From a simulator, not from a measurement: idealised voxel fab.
This section sets out a process module, namely voxel air gaps.
The width of the displayed cross-section, cut, is 155 nm; its cells are square, with a size of 5 nm.
Square cells in a grid make up a cross-section in this document, and the grid is given as bands, listed from the top down, each one or more rows of cells.
The entry gives the band's vertical extent as a top height and a bottom height in nm, then its horizontal make-up as materials from left to right, each with a width in nm. "air" stands for empty space; a single material marked "full width" fills the band edge to edge.
Basically, 0 is our baseline, since under it the wafer straight out of the box is all one material. The bottom band has no lower end and keeps on going down, so it looks like "0 down".
Quick explanation for "30 to 40": the width changes in equal steps down the rows of cells, from the first number in the band's top row to the second number in its bottom row.
Any step labelled "nothing changed" changed none of the cells in the cross-section.
The entry "Enclosed voids" lists the empty spaces that cover at least 8 cells and have no open path to the top. Each is written as width x height at distance, where the distance is measured from the left edge and all three values are in nm.
Post-settings text on a step line: simulator's own remark regarding the step.
"overlay nm" denotes, for a step that has a mask, the displacement of the mask to the right of its planned place, with negative values corresponding to the left.
How should the pairs below be read? Each gives the cross-section before one process step and the cross-section after it, the latter drawn only to the lowest band that changed; the step that lies between them, with its settings, appears under the pair. Does a pair pick up where the pair above left off? Only where its entry headed "Pre-step cross-section" says so, since pairs can come from different runs of this module on the same starting wafer.

# Pre-step cross-section
	0 down: Si full width
	Enclosed voids: none

# Post-Process View
	10 to 0: SiO2 full width
	below 0: unchanged
	Enclosed voids: none
The process step separating the two cross-sections depicted above is as follows: CONFORMAL_DEP,material SiO2,thk nm 10

Pre-step cross-section: same picture as after in the pair right above, so we don't repeat it.

# Post-Process View
	15 to 10: SiN full width
	below 10: unchanged
	Enclosed voids: none
The process step separating the two cross-sections depicted above is as follows: CONFORMAL_DEP,material SiN,thk nm 5

Pre-step cross-section: same picture as after in the pair right above, so we don't repeat it.

# Post-Process View
	45 to 15: SiO2 full width
	below 15: unchanged
	Enclosed voids: none
The process step separating the two cross-sections depicted above is as follows: DIRECTIONAL_DEP,material SiO2,thk nm 30

Pre-step cross-section: same picture as after in the pair right above, so we don't repeat it.

# Post-Process View
	55 to 45: aC full width
	below 45: unchanged
	Enclosed voids: none
The process step separating the two cross-sections depicted above is as follows: DIRECTIONAL_DEP,material aC,thk nm 10

Pre-step cross-section: same picture as after in the pair right above, so we don't repeat it.

# Post-Process View
	85 to 55: 20 resist, 20 air, 25 resist, 20 air, 25 resist, 20 air, 25 resist
	below 55: unchanged
	Enclosed voids: none
The process step separating the two cross-sections depicted above is as follows: PATTERN,tone open,mask id LINES,material resist,width nm 20,pitch nm 45,thk nm 30,overlay nm 0

Pre-step cross-section: same picture as after in the pair right above, so we don't repeat it.

# Post-Process View
	75 to 55: 20 resist, 20 air, 25 resist, 20 air, 25 resist, 20 air, 25 resist
	55 to 45: 20 aC, 20 air, 25 aC, 20 air, 25 aC, 20 air, 25 aC
	below 45: unchanged
	Enclosed voids: none
The process step separating the two cross-sections depicted above is as follows: DIRECTIONAL_ETCH,etch materials aC,depth nm 10

Pre-step cross-section: same picture as after in the pair right above, so we don't repeat it.

# Post-Process View
	55 to 45: 20 aC, 20 air, 25 aC, 20 air, 25 aC, 20 air, 25 aC
	below 45: unchanged
	Enclosed voids: none
The process step separating the two cross-sections depicted above is as follows: STRIP,etch materials resist

Pre-step cross-section: same picture as after in the pair right above, so we don't repeat it.

# Post-Process View
	55 to 45: 20 aC, 20 air, 25 aC, 20 air, 25 aC, 20 air, 25 aC
	45 to 15: 20 SiO2, 20 air, 25 SiO2, 20 air, 25 SiO2, 20 air, 25 SiO2
	below 15: unchanged
	Enclosed voids: none
The process step separating the two cross-sections depicted above is as follows: DIRECTIONAL_ETCH,etch materials SiO2,depth nm 30

Pre-step cross-section: same picture as after in the pair right above, so we don't repeat it.

# Post-Process View
	45 to 15: 20 SiO2, 20 air, 25 SiO2, 20 air, 25 SiO2, 20 air, 25 SiO2
	below 15: unchanged
	Enclosed voids: none
The process step separating the two cross-sections depicted above is as follows: STRIP,etch materials aC

Pre-step cross-section: same picture as after in the pair right above, so we don't repeat it.

# Post-Process View
	50 to 45: 25 TiN, 10 air, 35 TiN, 10 air, 35 TiN, 10 air, 30 TiN
	45 to 20: 20 SiO2, 5 TiN, 10 air, 5 TiN, 25 SiO2, 5 TiN, 10 air, 5 TiN, 25 SiO2, 5 TiN, 10 air, 5 TiN, 25 SiO2
	20 to 15: 20 SiO2, 20 TiN, 25 SiO2, 20 TiN, 25 SiO2, 20 TiN, 25 SiO2
	below 15: unchanged
	Enclosed voids: none
The process step separating the two cross-sections depicted above is as follows: CONFORMAL_DEP,material TiN,thk nm 5

Pre-step cross-section: same picture as after in the pair right above, so we don't repeat it.

# Post-Process View
	55 to 50: Ru full width
	50 to 45: 25 TiN, 10 Ru, 35 TiN, 10 Ru, 35 TiN, 10 Ru, 30 TiN
	45 to 20: 20 SiO2, 5 TiN, 10 Ru, 5 TiN, 25 SiO2, 5 TiN, 10 Ru, 5 TiN, 25 SiO2, 5 TiN, 10 Ru, 5 TiN, 25 SiO2
	below 20: unchanged
	Enclosed voids: none
The process step separating the two cross-sections depicted above is as follows: FILL_DEP,material Ru,thk nm 5

Pre-step cross-section: same picture as after in the pair right above, so we don't repeat it.

# Post-Process View
	45 to 20: 20 SiO2, 5 TiN, 10 Ru, 5 TiN, 25 SiO2, 5 TiN, 10 Ru, 5 TiN, 25 SiO2, 5 TiN, 10 Ru, 5 TiN, 25 SiO2
	below 20: unchanged
	Enclosed voids: none
The process step separating the two cross-sections depicted above is as follows: CMP,height nm 45

Pre-step cross-section: same picture as after in the pair right above, so we don't repeat it.

# Post-Process View
	55 to 45: 10 air, 40 Ru, 5 air, 40 Ru, 5 air, 40 Ru, 15 air
	below 45: unchanged
	Enclosed voids: none
The process step separating the two cross-sections depicted above is as follows: EPI,material Ru,thk nm 10

Pre-step cross-section: same picture as after in the pair right above, so we don't repeat it.

# Post-Process View
	55 to 45: 10 air, 40 Ru, 5 air, 40 Ru, 5 air, 40 Ru, 15 air
	45 to 20: 20 air, 5 TiN, 10 Ru, 5 TiN, 25 air, 5 TiN, 10 Ru, 5 TiN, 25 air, 5 TiN, 10 Ru, 5 TiN, 25 air
	20 to 15: 20 air, 20 TiN, 25 air, 20 TiN, 25 air, 20 TiN, 25 air
	below 15: unchanged
	Enclosed voids: none
The process step separating the two cross-sections depicted above is as follows: SELECTIVE_ETCH,etch materials SiO2,depth nm 40

Pre-step cross-section: same picture as after in the pair right above, so we don't repeat it.

# Post-Process View
	60 to 55: 5 air, 140 SiCN, 10 air
	55 to 45: 5 air, 5 SiCN, 40 Ru, 5 SiCN, 40 Ru, 5 SiCN, 40 Ru, 5 SiCN, 10 air
	45 to 40: 5 air, 15 SiCN, 5 TiN, 10 Ru, 5 TiN, 25 SiCN, 5 TiN, 10 Ru, 5 TiN, 25 SiCN, 5 TiN, 10 Ru, 5 TiN, 15 SiCN, 10 air
	40 to 20: 15 air, 5 SiCN, 5 TiN, 10 Ru, 5 TiN, 5 SiCN, 15 air, 5 SiCN, 5 TiN, 10 Ru, 5 TiN, 5 SiCN, 15 air, 5 SiCN, 5 TiN, 10 Ru, 5 TiN, 5 SiCN, 20 air
	20 to 15: 20 SiCN, 20 TiN, 25 SiCN, 20 TiN, 25 SiCN, 20 TiN, 25 SiCN
	below 15: unchanged
	Enclosed voids: 15 x 20 at 45; 15 x 20 at 90
The process step separating the two cross-sections depicted above is as follows: CONFORMAL_DEP,material SiCN,thk nm 5

# Pre-step cross-section
	55 to 45: 10 air, 40 Ru, 5 air, 40 Ru, 5 air, 40 Ru, 15 air
	45 to 20: 20 SiO2, 5 TiN, 10 Ru, 5 TiN, 25 SiO2, 5 TiN, 10 Ru, 5 TiN, 25 SiO2, 5 TiN, 10 Ru, 5 TiN, 25 SiO2
	20 to 15: 20 SiO2, 20 TiN, 25 SiO2, 20 TiN, 25 SiO2, 20 TiN, 25 SiO2
	15 to 10: SiN full width
	10 to 0: SiO2 full width
	0 down: Si full width
	Enclosed voids: none

# Post-Process View
	65 to 45: 150 Ru, 5 air
	below 45: unchanged
	Enclosed voids: none
The process step separating the two cross-sections depicted above is as follows: EPI,material Ru,thk nm 10

Pre-step cross-section: same picture as after in the pair right above, so we don't repeat it.

# Post-Process View
	65 to 45: 150 Ru, 5 air
	45 to 20: 20 SiO2, 5 TiN, 10 Ru, 5 TiN, 25 SiO2, 5 TiN, 10 Ru, 5 TiN, 25 SiO2, 5 TiN, 10 Ru, 5 TiN, 25 air
	20 to 15: 20 SiO2, 20 TiN, 25 SiO2, 20 TiN, 25 SiO2, 20 TiN, 25 air
	below 15: unchanged
	Enclosed voids: none
The process step separating the two cross-sections depicted above is as follows: SELECTIVE_ETCH,etch materials SiO2,depth nm 40

Pre-step cross-section: same picture as after in the pair right above, so we don't repeat it.

# Post-Process View
	70 to 65: SiCN full width
	65 to 45: 150 Ru, 5 SiCN
	45 to 40: 20 SiO2, 5 TiN, 10 Ru, 5 TiN, 25 SiO2, 5 TiN, 10 Ru, 5 TiN, 25 SiO2, 5 TiN, 10 Ru, 5 TiN, 25 SiCN
	40 to 20: 20 SiO2, 5 TiN, 10 Ru, 5 TiN, 25 SiO2, 5 TiN, 10 Ru, 5 TiN, 25 SiO2, 5 TiN, 10 Ru, 5 TiN, 5 SiCN, 20 air
	20 to 15: 20 SiO2, 20 TiN, 25 SiO2, 20 TiN, 25 SiO2, 20 TiN, 25 SiCN
	below 15: unchanged
	Enclosed voids: 20 x 20 at 135
The process step separating the two cross-sections depicted above is as follows: CONFORMAL_DEP,material SiCN,thk nm 5

# Pre-step cross-section
	10 to 0: SiO2 full width
	0 down: Si full width
	Enclosed voids: none

# Post-Process View
	40 to 0: SiO2 full width
	below 0: unchanged
	Enclosed voids: none
The process step separating the two cross-sections depicted above is as follows: DIRECTIONAL_DEP,material SiO2,thk nm 30

Pre-step cross-section: same picture as after in the pair right above, so we don't repeat it.

# Post-Process View
	45 to 40: SiN full width
	below 40: unchanged
	Enclosed voids: none
The process step separating the two cross-sections depicted above is as follows: CONFORMAL_DEP,material SiN,thk nm 5

Pre-step cross-section: same picture as after in the pair right above, so we don't repeat it.

# Post-Process View
	55 to 45: aC full width
	below 45: unchanged
	Enclosed voids: none
The process step separating the two cross-sections depicted above is as follows: DIRECTIONAL_DEP,material aC,thk nm 10

Pre-step cross-section: same picture as after in the pair right above, so we don't repeat it.

# Post-Process View
	85 to 55: 20 resist, 20 air, 25 resist, 20 air, 25 resist, 20 air, 25 resist
	below 55: unchanged
	Enclosed voids: none
The process step separating the two cross-sections depicted above is as follows: PATTERN,tone open,mask id LINES,material resist,width nm 20,pitch nm 45,thk nm 30,overlay nm 0

Pre-step cross-section: same picture as after in the pair right above, so we don't repeat it.

# Post-Process View
	75 to 55: 20 resist, 20 air, 25 resist, 20 air, 25 resist, 20 air, 25 resist
	55 to 45: 20 aC, 20 air, 25 aC, 20 air, 25 aC, 20 air, 25 aC
	below 45: unchanged
	Enclosed voids: none
The process step separating the two cross-sections depicted above is as follows: DIRECTIONAL_ETCH,etch materials aC,depth nm 10

Pre-step cross-section: same picture as after in the pair right above, so we don't repeat it.

# Post-Process View
	55 to 45: 20 aC, 20 air, 25 aC, 20 air, 25 aC, 20 air, 25 aC
	below 45: unchanged
	Enclosed voids: none
The process step separating the two cross-sections depicted above is as follows: STRIP,etch materials resist

Pre-step cross-section: same picture as after in the pair right above, so we don't repeat it.

# Post-Process View
	45 to 40: SiN full width
	below 40: unchanged
	Enclosed voids: none
The process step separating the two cross-sections depicted above is as follows: STRIP,etch materials aC

Pre-step cross-section: same picture as after in the pair right above, so we don't repeat it.

# Post-Process View
	50 to 45: TiN full width
	below 45: unchanged
	Enclosed voids: none
The process step separating the two cross-sections depicted above is as follows: CONFORMAL_DEP,material TiN,thk nm 5

Pre-step cross-section: same picture as after in the pair right above, so we don't repeat it.

# Post-Process View
	55 to 50: Ru full width
	below 50: unchanged
	Enclosed voids: none
The process step separating the two cross-sections depicted above is as follows: FILL_DEP,material Ru,thk nm 5

Pre-step cross-section: same picture as after in the pair right above, so we don't repeat it.

# Post-Process View
	45 to 40: SiN full width
	below 40: unchanged
	Enclosed voids: none
The process step separating the two cross-sections depicted above is as follows: CMP,height nm 45

Pre-step cross-section: same picture as after in the pair right above, so we don't repeat it.

# Post-Process View
	50 to 45: SiCN full width
	below 45: unchanged
	Enclosed voids: none
The process step separating the two cross-sections depicted above is as follows: CONFORMAL_DEP,material SiCN,thk nm 5

# Pre-step cross-section
	55 to 45: 10 air, 40 Ru, 5 air, 40 Ru, 5 air, 40 Ru, 15 air
	45 to 20: 20 air, 5 TiN, 10 Ru, 5 TiN, 25 air, 5 TiN, 10 Ru, 5 TiN, 25 air, 5 TiN, 10 Ru, 5 TiN, 25 air
	20 to 15: 20 air, 20 TiN, 25 air, 20 TiN, 25 air, 20 TiN, 25 air
	15 to 10: SiN full width
	10 to 0: SiO2 full width
	0 down: Si full width
	Enclosed voids: none

# Post-Process View
	70 to 55: SiCN full width
	55 to 45: 10 SiCN, 40 Ru, 5 SiCN, 40 Ru, 5 SiCN, 40 Ru, 15 SiCN
	45 to 40: 20 SiCN, 5 TiN, 10 Ru, 5 TiN, 25 SiCN, 5 TiN, 10 Ru, 5 TiN, 25 SiCN, 5 TiN, 10 Ru, 5 TiN, 25 SiCN
	40 to 35: 20 SiCN, 5 TiN, 10 Ru, 5 TiN, 5 SiCN, 15 air, 5 SiCN, 5 TiN, 10 Ru, 5 TiN, 5 SiCN, 15 air, 5 SiCN, 5 TiN, 10 Ru, 5 TiN, 25 SiCN
	35 to 25: 10 air, 10 SiCN, 5 TiN, 10 Ru, 5 TiN, 5 SiCN, 15 air, 5 SiCN, 5 TiN, 10 Ru, 5 TiN, 5 SiCN, 15 air, 5 SiCN, 5 TiN, 10 Ru, 5 TiN, 25 SiCN
	25 to 20: 20 SiCN, 5 TiN, 10 Ru, 5 TiN, 5 SiCN, 15 air, 5 SiCN, 5 TiN, 10 Ru, 5 TiN, 5 SiCN, 15 air, 5 SiCN, 5 TiN, 10 Ru, 5 TiN, 25 SiCN
	20 to 15: 20 SiCN, 20 TiN, 25 SiCN, 20 TiN, 25 SiCN, 20 TiN, 25 SiCN
	below 15: unchanged
	Enclosed voids: 15 x 20 at 45; 15 x 20 at 90
The process step separating the two cross-sections depicted above is as follows: CONFORMAL_DEP,material SiCN,thk nm 15

# Pre-step cross-section
	55 to 45: aC full width
	45 to 15: SiO2 full width
	15 to 10: SiN full width
	10 to 0: SiO2 full width
	0 down: Si full width
	Enclosed voids: none

# Post-Process View
	85 to 55: 25 resist, 15 air, 30 resist, 15 air, 30 resist, 15 air, 25 resist
	below 55: unchanged
	Enclosed voids: none
The process step separating the two cross-sections depicted above is as follows: PATTERN,tone open,mask id LINES,material resist,width nm 15,pitch nm 45,thk nm 30,overlay nm 0

Pre-step cross-section: same picture as after in the pair right above, so we don't repeat it.

# Post-Process View
	75 to 55: 25 resist, 15 air, 30 resist, 15 air, 30 resist, 15 air, 25 resist
	55 to 45: 25 aC, 15 air, 30 aC, 15 air, 30 aC, 15 air, 25 aC
	below 45: unchanged
	Enclosed voids: none
The process step separating the two cross-sections depicted above is as follows: DIRECTIONAL_ETCH,etch materials aC,depth nm 10

Pre-step cross-section: same picture as after in the pair right above, so we don't repeat it.

# Post-Process View
	55 to 45: 25 aC, 15 air, 30 aC, 15 air, 30 aC, 15 air, 25 aC
	below 45: unchanged
	Enclosed voids: none
The process step separating the two cross-sections depicted above is as follows: STRIP,etch materials resist

Pre-step cross-section: same picture as after in the pair right above, so we don't repeat it.

# Post-Process View
	55 to 45: 25 aC, 15 air, 30 aC, 15 air, 30 aC, 15 air, 25 aC
	45 to 15: 25 SiO2, 15 air, 30 SiO2, 15 air, 30 SiO2, 15 air, 25 SiO2
	below 15: unchanged
	Enclosed voids: none
The process step separating the two cross-sections depicted above is as follows: DIRECTIONAL_ETCH,etch materials SiO2,depth nm 30

Pre-step cross-section: same picture as after in the pair right above, so we don't repeat it.

# Post-Process View
	45 to 15: 25 SiO2, 15 air, 30 SiO2, 15 air, 30 SiO2, 15 air, 25 SiO2
	below 15: unchanged
	Enclosed voids: none
The process step separating the two cross-sections depicted above is as follows: STRIP,etch materials aC

Pre-step cross-section: same picture as after in the pair right above, so we don't repeat it.

# Post-Process View
	50 to 45: 30 TiN, 5 air, 40 TiN, 5 air, 40 TiN, 5 air, 30 TiN
	45 to 20: 25 SiO2, 5 TiN, 5 air, 5 TiN, 30 SiO2, 5 TiN, 5 air, 5 TiN, 30 SiO2, 5 TiN, 5 air, 5 TiN, 25 SiO2
	20 to 15: 25 SiO2, 15 TiN, 30 SiO2, 15 TiN, 30 SiO2, 15 TiN, 25 SiO2
	below 15: unchanged
	Enclosed voids: none
The process step separating the two cross-sections depicted above is as follows: CONFORMAL_DEP,material TiN,thk nm 5

Pre-step cross-section: same picture as after in the pair right above, so we don't repeat it.

# Post-Process View
	55 to 50: Ru full width
	50 to 45: 30 TiN, 5 Ru, 40 TiN, 5 Ru, 40 TiN, 5 Ru, 30 TiN
	45 to 20: 25 SiO2, 5 TiN, 5 Ru, 5 TiN, 30 SiO2, 5 TiN, 5 Ru, 5 TiN, 30 SiO2, 5 TiN, 5 Ru, 5 TiN, 25 SiO2
	below 20: unchanged
	Enclosed voids: none
The process step separating the two cross-sections depicted above is as follows: FILL_DEP,material Ru,thk nm 5

Pre-step cross-section: same picture as after in the pair right above, so we don't repeat it.

# Post-Process View
	45 to 20: 25 SiO2, 5 TiN, 5 Ru, 5 TiN, 30 SiO2, 5 TiN, 5 Ru, 5 TiN, 30 SiO2, 5 TiN, 5 Ru, 5 TiN, 25 SiO2
	below 20: unchanged
	Enclosed voids: none
The process step separating the two cross-sections depicted above is as follows: CMP,height nm 45

Pre-step cross-section: same picture as after in the pair right above, so we don't repeat it.

# Post-Process View
	55 to 45: 15 air, 35 Ru, 10 air, 35 Ru, 10 air, 35 Ru, 15 air
	below 45: unchanged
	Enclosed voids: none
The process step separating the two cross-sections depicted above is as follows: EPI,material Ru,thk nm 10

Pre-step cross-section: same picture as after in the pair right above, so we don't repeat it.

# Post-Process View
	55 to 45: 15 air, 35 Ru, 10 air, 35 Ru, 10 air, 35 Ru, 15 air
	45 to 20: 25 air, 5 TiN, 5 Ru, 5 TiN, 30 air, 5 TiN, 5 Ru, 5 TiN, 30 air, 5 TiN, 5 Ru, 5 TiN, 25 air
	20 to 15: 25 air, 15 TiN, 30 air, 15 TiN, 30 air, 15 TiN, 25 air
	below 15: unchanged
	Enclosed voids: none
The process step separating the two cross-sections depicted above is as follows: SELECTIVE_ETCH,etch materials SiO2,depth nm 40

Pre-step cross-section: same picture as after in the pair right above, so we don't repeat it.

# Post-Process View
	60 to 55: 10 air, 135 SiCN, 10 air
	55 to 45: 10 air, 5 SiCN, 35 Ru, 10 SiCN, 35 Ru, 10 SiCN, 35 Ru, 5 SiCN, 10 air
	45 to 40: 10 air, 15 SiCN, 5 TiN, 5 Ru, 5 TiN, 30 SiCN, 5 TiN, 5 Ru, 5 TiN, 30 SiCN, 5 TiN, 5 Ru, 5 TiN, 15 SiCN, 10 air
	40 to 20: 20 air, 5 SiCN, 5 TiN, 5 Ru, 5 TiN, 5 SiCN, 20 air, 5 SiCN, 5 TiN, 5 Ru, 5 TiN, 5 SiCN, 20 air, 5 SiCN, 5 TiN, 5 Ru, 5 TiN, 5 SiCN, 20 air
	20 to 15: 25 SiCN, 15 TiN, 30 SiCN, 15 TiN, 30 SiCN, 15 TiN, 25 SiCN
	below 15: unchanged
	Enclosed voids: 20 x 20 at 45; 20 x 20 at 90
The process step separating the two cross-sections depicted above is as follows: CONFORMAL_DEP,material SiCN,thk nm 5

# Pre-step cross-section
	55 to 45: aC full width
	45 to 15: SiO2 full width
	15 to 10: SiN full width
	10 to 0: SiO2 full width
	0 down: Si full width
	Enclosed voids: none

# Post-Process View
	85 to 55: 25 resist, 20 air, 25 resist, 20 air, 25 resist, 20 air, 20 resist
	below 55: unchanged
	Enclosed voids: none
The process step separating the two cross-sections depicted above is as follows: PATTERN,tone open,mask id LINES,material resist,width nm 20,pitch nm 45,thk nm 30,overlay nm 5

Pre-step cross-section: same picture as after in the pair right above, so we don't repeat it.

# Post-Process View
	75 to 55: 25 resist, 20 air, 25 resist, 20 air, 25 resist, 20 air, 20 resist
	55 to 45: 25 aC, 20 air, 25 aC, 20 air, 25 aC, 20 air, 20 aC
	below 45: unchanged
	Enclosed voids: none
The process step separating the two cross-sections depicted above is as follows: DIRECTIONAL_ETCH,etch materials aC,depth nm 10

Pre-step cross-section: same picture as after in the pair right above, so we don't repeat it.

# Post-Process View
	55 to 45: 25 aC, 20 air, 25 aC, 20 air, 25 aC, 20 air, 20 aC
	below 45: unchanged
	Enclosed voids: none
The process step separating the two cross-sections depicted above is as follows: STRIP,etch materials resist

Pre-step cross-section: same picture as after in the pair right above, so we don't repeat it.

# Post-Process View
	55 to 45: 25 aC, 20 air, 25 aC, 20 air, 25 aC, 20 air, 20 aC
	45 to 15: 25 SiO2, 20 air, 25 SiO2, 20 air, 25 SiO2, 20 air, 20 SiO2
	below 15: unchanged
	Enclosed voids: none
The process step separating the two cross-sections depicted above is as follows: DIRECTIONAL_ETCH,etch materials SiO2,depth nm 30

Pre-step cross-section: same picture as after in the pair right above, so we don't repeat it.

# Post-Process View
	45 to 15: 25 SiO2, 20 air, 25 SiO2, 20 air, 25 SiO2, 20 air, 20 SiO2
	below 15: unchanged
	Enclosed voids: none
The process step separating the two cross-sections depicted above is as follows: STRIP,etch materials aC

Pre-step cross-section: same picture as after in the pair right above, so we don't repeat it.

# Post-Process View
	50 to 45: 30 TiN, 10 air, 35 TiN, 10 air, 35 TiN, 10 air, 25 TiN
	45 to 20: 25 SiO2, 5 TiN, 10 air, 5 TiN, 25 SiO2, 5 TiN, 10 air, 5 TiN, 25 SiO2, 5 TiN, 10 air, 5 TiN, 20 SiO2
	20 to 15: 25 SiO2, 20 TiN, 25 SiO2, 20 TiN, 25 SiO2, 20 TiN, 20 SiO2
	below 15: unchanged
	Enclosed voids: none
The process step separating the two cross-sections depicted above is as follows: CONFORMAL_DEP,material TiN,thk nm 5

Pre-step cross-section: same picture as after in the pair right above, so we don't repeat it.

# Post-Process View
	55 to 50: Ru full width
	50 to 45: 30 TiN, 10 Ru, 35 TiN, 10 Ru, 35 TiN, 10 Ru, 25 TiN
	45 to 20: 25 SiO2, 5 TiN, 10 Ru, 5 TiN, 25 SiO2, 5 TiN, 10 Ru, 5 TiN, 25 SiO2, 5 TiN, 10 Ru, 5 TiN, 20 SiO2
	below 20: unchanged
	Enclosed voids: none
The process step separating the two cross-sections depicted above is as follows: FILL_DEP,material Ru,thk nm 5

Pre-step cross-section: same picture as after in the pair right above, so we don't repeat it.

# Post-Process View
	45 to 20: 25 SiO2, 5 TiN, 10 Ru, 5 TiN, 25 SiO2, 5 TiN, 10 Ru, 5 TiN, 25 SiO2, 5 TiN, 10 Ru, 5 TiN, 20 SiO2
	below 20: unchanged
	Enclosed voids: none
The process step separating the two cross-sections depicted above is as follows: CMP,height nm 45

Pre-step cross-section: same picture as after in the pair right above, so we don't repeat it.

# Post-Process View
	55 to 45: 15 air, 40 Ru, 5 air, 40 Ru, 5 air, 40 Ru, 10 air
	below 45: unchanged
	Enclosed voids: none
The process step separating the two cross-sections depicted above is as follows: EPI,material Ru,thk nm 10

Pre-step cross-section: same picture as after in the pair right above, so we don't repeat it.

# Post-Process View
	55 to 45: 15 air, 40 Ru, 5 air, 40 Ru, 5 air, 40 Ru, 10 air
	45 to 20: 25 air, 5 TiN, 10 Ru, 5 TiN, 25 air, 5 TiN, 10 Ru, 5 TiN, 25 air, 5 TiN, 10 Ru, 5 TiN, 20 air
	20 to 15: 25 air, 20 TiN, 25 air, 20 TiN, 25 air, 20 TiN, 20 air
	below 15: unchanged
	Enclosed voids: none
The process step separating the two cross-sections depicted above is as follows: SELECTIVE_ETCH,etch materials SiO2,depth nm 40

Pre-step cross-section: same picture as after in the pair right above, so we don't repeat it.

# Post-Process View
	60 to 55: 10 air, 140 SiCN, 5 air
	55 to 45: 10 air, 5 SiCN, 40 Ru, 5 SiCN, 40 Ru, 5 SiCN, 40 Ru, 5 SiCN, 5 air
	45 to 40: 10 air, 15 SiCN, 5 TiN, 10 Ru, 5 TiN, 25 SiCN, 5 TiN, 10 Ru, 5 TiN, 25 SiCN, 5 TiN, 10 Ru, 5 TiN, 15 SiCN, 5 air
	40 to 20: 20 air, 5 SiCN, 5 TiN, 10 Ru, 5 TiN, 5 SiCN, 15 air, 5 SiCN, 5 TiN, 10 Ru, 5 TiN, 5 SiCN, 15 air, 5 SiCN, 5 TiN, 10 Ru, 5 TiN, 5 SiCN, 15 air
	20 to 15: 25 SiCN, 20 TiN, 25 SiCN, 20 TiN, 25 SiCN, 20 TiN, 20 SiCN
	below 15: unchanged
	Enclosed voids: 15 x 20 at 50; 15 x 20 at 95
The process step separating the two cross-sections depicted above is as follows: CONFORMAL_DEP,material SiCN,thk nm 5

# Pre-step cross-section
	50 to 45: 25 TiN, 10 air, 35 TiN, 10 air, 35 TiN, 10 air, 30 TiN
	45 to 20: 20 SiO2, 5 TiN, 10 air, 5 TiN, 25 SiO2, 5 TiN, 10 air, 5 TiN, 25 SiO2, 5 TiN, 10 air, 5 TiN, 25 SiO2
	20 to 15: 20 SiO2, 20 TiN, 25 SiO2, 20 TiN, 25 SiO2, 20 TiN, 25 SiO2
	15 to 10: SiN full width
	10 to 0: SiO2 full width
	0 down: Si full width
	Enclosed voids: none

# Post-Process View
	55 to 50: SiN full width
	50 to 45: 25 TiN, 10 SiN, 35 TiN, 10 SiN, 35 TiN, 10 SiN, 30 TiN
	45 to 20: 20 SiO2, 5 TiN, 10 SiN, 5 TiN, 25 SiO2, 5 TiN, 10 SiN, 5 TiN, 25 SiO2, 5 TiN, 10 SiN, 5 TiN, 25 SiO2
	below 20: unchanged
	Enclosed voids: none
The process step separating the two cross-sections depicted above is as follows: FILL_DEP,material SiN,thk nm 5

Pre-step cross-section: same picture as after in the pair right above, so we don't repeat it.

# Post-Process View
	45 to 20: 20 SiO2, 5 TiN, 10 SiN, 5 TiN, 25 SiO2, 5 TiN, 10 SiN, 5 TiN, 25 SiO2, 5 TiN, 10 SiN, 5 TiN, 25 SiO2
	below 20: unchanged
	Enclosed voids: none
The process step separating the two cross-sections depicted above is as follows: CMP,height nm 45

Pre-step cross-section: same picture as after in the pair right above, so we don't repeat it.

# Post-Process View
	55 to 45: 10 air, 40 Ru, 5 air, 40 Ru, 5 air, 40 Ru, 15 air
	below 45: unchanged
	Enclosed voids: none
The process step separating the two cross-sections depicted above is as follows: EPI,material Ru,thk nm 10

Pre-step cross-section: same picture as after in the pair right above, so we don't repeat it.

# Post-Process View
	55 to 45: 10 air, 40 Ru, 5 air, 40 Ru, 5 air, 40 Ru, 15 air
	45 to 20: 20 air, 5 TiN, 10 SiN, 5 TiN, 25 air, 5 TiN, 10 SiN, 5 TiN, 25 air, 5 TiN, 10 SiN, 5 TiN, 25 air
	20 to 15: 20 air, 20 TiN, 25 air, 20 TiN, 25 air, 20 TiN, 25 air
	below 15: unchanged
	Enclosed voids: none
The process step separating the two cross-sections depicted above is as follows: SELECTIVE_ETCH,etch materials SiO2,depth nm 40

Pre-step cross-section: same picture as after in the pair right above, so we don't repeat it.

# Post-Process View
	60 to 55: 5 air, 140 SiCN, 10 air
	55 to 45: 5 air, 5 SiCN, 40 Ru, 5 SiCN, 40 Ru, 5 SiCN, 40 Ru, 5 SiCN, 10 air
	45 to 40: 5 air, 15 SiCN, 5 TiN, 10 SiN, 5 TiN, 25 SiCN, 5 TiN, 10 SiN, 5 TiN, 25 SiCN, 5 TiN, 10 SiN, 5 TiN, 15 SiCN, 10 air
	40 to 20: 15 air, 5 SiCN, 5 TiN, 10 SiN, 5 TiN, 5 SiCN, 15 air, 5 SiCN, 5 TiN, 10 SiN, 5 TiN, 5 SiCN, 15 air, 5 SiCN, 5 TiN, 10 SiN, 5 TiN, 5 SiCN, 20 air
	20 to 15: 20 SiCN, 20 TiN, 25 SiCN, 20 TiN, 25 SiCN, 20 TiN, 25 SiCN
	below 15: unchanged
	Enclosed voids: 15 x 20 at 45; 15 x 20 at 90
The process step separating the two cross-sections depicted above is as follows: CONFORMAL_DEP,material SiCN,thk nm 5

# Pre-step cross-section
	55 to 45: aC full width
	45 to 15: SiO2 full width
	15 to 10: SiN full width
	10 to 0: SiO2 full width
	0 down: Si full width
	Enclosed voids: none

# Post-Process View
	85 to 55: 20 air, 20 resist, 25 air, 20 resist, 25 air, 20 resist, 25 air
	below 55: unchanged
	Enclosed voids: none
The process step separating the two cross-sections depicted above is as follows: PATTERN,tone cover,mask id LINES,material resist,width nm 20,pitch nm 45,thk nm 30,overlay nm 0

Pre-step cross-section: same picture as after in the pair right above, so we don't repeat it.

# Post-Process View
	75 to 55: 20 air, 20 resist, 25 air, 20 resist, 25 air, 20 resist, 25 air
	55 to 45: 20 air, 20 aC, 25 air, 20 aC, 25 air, 20 aC, 25 air
	below 45: unchanged
	Enclosed voids: none
The process step separating the two cross-sections depicted above is as follows: DIRECTIONAL_ETCH,etch materials aC,depth nm 10

Pre-step cross-section: same picture as after in the pair right above, so we don't repeat it.

# Post-Process View
	55 to 45: 20 air, 20 aC, 25 air, 20 aC, 25 air, 20 aC, 25 air
	below 45: unchanged
	Enclosed voids: none
The process step separating the two cross-sections depicted above is as follows: STRIP,etch materials resist

Pre-step cross-section: same picture as after in the pair right above, so we don't repeat it.

# Post-Process View
	55 to 45: 20 air, 20 aC, 25 air, 20 aC, 25 air, 20 aC, 25 air
	45 to 15: 20 air, 20 SiO2, 25 air, 20 SiO2, 25 air, 20 SiO2, 25 air
	below 15: unchanged
	Enclosed voids: none
The process step separating the two cross-sections depicted above is as follows: DIRECTIONAL_ETCH,etch materials SiO2,depth nm 30

Pre-step cross-section: same picture as after in the pair right above, so we don't repeat it.

# Post-Process View
	45 to 15: 20 air, 20 SiO2, 25 air, 20 SiO2, 25 air, 20 SiO2, 25 air
	below 15: unchanged
	Enclosed voids: none
The process step separating the two cross-sections depicted above is as follows: STRIP,etch materials aC
